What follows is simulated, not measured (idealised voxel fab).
Name of the process module below: voxel tone inversion
We display cut, a cross-section 155 nm in width whose square cells are each 5 nm.
Cross-section spec: square-cell grid; bands listed top down; each band is one or more rows.
For a band, the entry starts with two heights in nm, that of the top and then that of the bottom, and carries on with the band's materials in order from left to right, each alongside its width in nm; the word "everywhere" beside a single material means it fills the band edge to edge, and "blank" means empty space.
The level at which height equals 0 is the one under which the wafer, as it arrives, is entirely one material. No lower edge exists for the bottom band, which continues downward and is notated as in "z 0 and below".
Width: "30 to 40" (first number = top row, second number = bottom row, same change from row to row of cells).
You'll sometimes find "remains unaltered" written for a step, and that's the way of saying that nowhere in the cross-section did a cell change during that step.
"Closed void roster" means: voids of 8 cells or more that are shut off from the top with no open way through. Written width x height at distance, distance from the left edge, in nm.
On a step's line, text after the settings is the simulator commenting on that step.
The setting "overlay nm" may be written on the line of a step. When the step uses a mask, the value reports how far to the right of the planned place the mask lay, and a negative value reports that it lay to the left.

# This section lists the process steps that were planned
1: RECEIVE | material Si
2: CONFORMAL_DEP | material SiN | thk nm 5
3: DIRECTIONAL_DEP | material polySi | thk nm 15
4: PATTERN | tone cover | mask id POSTS | material resist | width nm 25 | pitch nm 55 | thk nm 20 | overlay nm 0
5: DIRECTIONAL_ETCH | etch materials polySi | depth nm 15
6: STRIP | etch materials resist
7: FILL_DEP | material lowk | thk nm 5
8: CMP | height nm 20
9: STRIP | etch materials polySi
10: CONFORMAL_DEP | material TiN | thk nm 5
11: FILL_DEP | material Ru | thk nm 10
12: CMP | height nm 20
13: CONFORMAL_DEP | material SiN | thk nm 5

# Wafer as received: cross-section following step 1
z 0 and below: Si everywhere
Closed void roster: none

# What the wafer looks like in cross-section after this module, when it starts as shown above and follows the plan above but one mistake is made in running it
z 25 to 20: SiN everywhere
z 20 to 10: 40 of lowk, then 5 of TiN, then 15 of Ru, then 5 of TiN, then 30 of lowk, then 5 of TiN, then 15 of Ru, then 5 of TiN, then 35 of lowk
z 10 to 5: 40 of lowk, then 25 of TiN, then 30 of lowk, then 25 of TiN, then 35 of lowk
z 5 to 0: SiN everywhere
z 0 and below: Si everywhere
Closed void roster: none
What was done differently from what was planned? step 4 changed vs plan, executed as PATTERN | tone cover | mask id POSTS | material resist | width nm 25 | pitch nm 55 | thk nm 20 | overlay nm 5
